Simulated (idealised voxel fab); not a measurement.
Process module, titled voxel released beams
The cross-section shown here is cut; it is 145 nm wide and divided into square cells measuring 5 nm on a side.
We lay out every cross-section as a grid of square cells and spell it out in bands from the top down, where one band means one or more rows of cells.
Read a band's entry like this: the first values are the height of its top and the height of its bottom in nm, and what follows is the sequence of materials from left to right, each with its width in nm. Note that "empty" is empty space, and that a single material marked "all across" reaches across the band from edge to edge.
The reference from which all heights are counted is 0, the level beneath which the as-received wafer is entirely one material; the lowest band, having no lower bound, proceeds downward and is written after the example "from 0 down".
Width spec "30 to 40" -> top row of cells at first value, bottom row at second value, equal per-row change in between.
For the purposes of this document, the phrase "identical to before" attached to a step denotes that no cell within the cross-section was modified by that step.
In "Fully enclosed voids" the enclosed voids are listed, meaning empty spaces of 8 cells or larger without any opening to the top. The form is width x height at distance, distance from the left edge, units nm.
Formally, on a step line, whatever follows the settings is a remark that the simulator itself makes on the step.
On any step carrying a mask, the "overlay nm" setting, if present on the step's line, tells how far right of its planned place the mask lay; negative values point to the left.

THE PLANNED PROCESS STEPS ARE ENUMERATED HEREUNDER
1: RECEIVE, material Si
2: CONFORMAL_DEP, material Al2O3, thk nm 10
3: DIRECTIONAL_DEP, material SiO2, thk nm 15
4: DIRECTIONAL_DEP, material aC, thk nm 10
5: PATTERN, tone open, mask id ANCHOR, material resist, width nm 45, thk nm 25, overlay nm 0
6: DIRECTIONAL_ETCH, etch materials aC, depth nm 5
7: STRIP, etch materials resist
8: DIRECTIONAL_ETCH, etch materials SiO2, depth nm 15
9: STRIP, etch materials aC
10: CONFORMAL_DEP, material polySi, thk nm 15
11: PATTERN, tone cover, mask id BEAM, material resist, width nm 110, thk nm 20, overlay nm 0
12: DIRECTIONAL_ETCH, etch materials polySi, depth nm 15
13: STRIP, etch materials resist
14: STRIP, etch materials SiO2
The wafers in this document start out alike and differ in the depth nm applied at step 6; the plan shows the value used for the first wafer.

THIS IS HOW THE FIRST OF SEVERAL WAFERS LOOKED IN CROSS-SECTION WHEN IT ARRIVED, WHICH IS AFTER STEP 1
  from 0 down  Si all across
  Fully enclosed voids: none

WAFER ROWS, END OF MODULE: CELLS PER MATERIAL GAINED (+) OR LOST (-) SINCE RECEIPT; CLOSED VOIDS LAST
depth nm 5; +58 Al2O3; Fully enclosed voids: none
depth nm 10; +58 Al2O3; +84 polySi; Fully enclosed voids: none
depth nm 15; +58 Al2O3; +84 polySi; Fully enclosed voids: none
depth nm 20; +58 Al2O3; +84 polySi; Fully enclosed voids: none
depth nm 25; +58 Al2O3; +84 polySi; Fully enclosed voids: none
